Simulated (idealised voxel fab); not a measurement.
The document below concerns the process module designated voxel gate over fins.
The cross-section on display is named cut; it measures 210 nm wide, and its cells are 5 nm squares.
Cross-section layout: square cells on a grid; listed as bands, top to bottom; a band spans one or more cell rows.
Quick guide to a band line: top height, bottom height (nm) up front; then every material left to right with its width in nm. Only one material and it's marked "everywhere"? Then it fills the band edge to edge. And "empty" just means empty space.
Convention: height 0 is the level below which the wafer, as received, is all one material. The lowest band does not terminate at the bottom but continues downward, represented as "0 down".
When a width is written as two numbers, as in "30 to 40", the first number is the width in the top row of cells of the band and the second is the width in its bottom row, and the width changes by the same amount from each row to the next.
For the purposes of this document, the phrase "all unchanged" attached to a step denotes that no cell within the cross-section was modified by that step.
Reported under the label "Catalogued sealed voids" are the empty spaces having no open way to the top and comprising 8 cells or more; the notation for each is width x height at distance, in which the distance is measured from the left edge and all three values are in nm.
Whatever follows a step's settings on its line is a remark the simulator itself makes about that step.
For masked steps, "overlay nm" on the step line gives how far right of plan the mask actually lay; a minus sign means it lay to the left.
The following list gives the planned process steps
1,RECEIVE, material Si
2,CONFORMAL_DEP, material SiN, thk nm 10
3,MASKED_ETCH, tone cover, mask id FINS, width nm 15, pitch nm 35, etch materials SiN, depth nm 10, overlay nm 0
4,MASKED_ETCH, tone cover, mask id FINS, width nm 15, pitch nm 35, etch materials Si, depth nm 40, overlay nm 0
5,OXIDIZE, depth nm 5
6,FILL_DEP, material SiO2, thk nm 10
7,CMP, height nm 10
8,SELECTIVE_ETCH, etch materials SiO2, depth nm 20
9,STRIP, etch materials SiN
10,CONFORMAL_DEP, material HfO2, thk nm 5
11,CONFORMAL_DEP, material TiN, thk nm 5
12,FILL_DEP, material W, thk nm 10
13,CMP, height nm 15
14,CONFORMAL_DEP, material SiCN, thk nm 10
Received-state cross-section, reflecting completion of step 1
	0 down | Si everywhere
	Catalogued sealed voids: none
Cross-sectional result after module completion. Note: starting condition and plan are unchanged from above; one processing mistake was made
	25 to 15 | SiCN everywhere
	15 to 10 | 85 HfO2, then 5 TiN, then 30 HfO2, then 5 TiN, then 85 HfO2
	10 to 5 | 80 TiN, then 5 HfO2, then 5 TiN, then 5 HfO2, then 20 TiN, then 5 HfO2, then 5 TiN, then 5 HfO2, then 80 TiN
	5 to 0 | 80 TiN, then 15 HfO2, then 20 TiN, then 15 HfO2, then 80 TiN
	0 to -40 | 80 TiN, then 5 SiO2, then 5 Si, then 5 SiO2, then 20 TiN, then 5 SiO2, then 5 Si, then 5 SiO2, then 80 TiN
	-40 to -45 | 85 SiO2, then 5 Si, then 30 SiO2, then 5 Si, then 85 SiO2
	-45 down | Si everywhere
	Catalogued sealed voids: none
Misprocessing identified: step 6 deviated from plan and actually ran as FILL_DEP, material TiN, thk nm 10
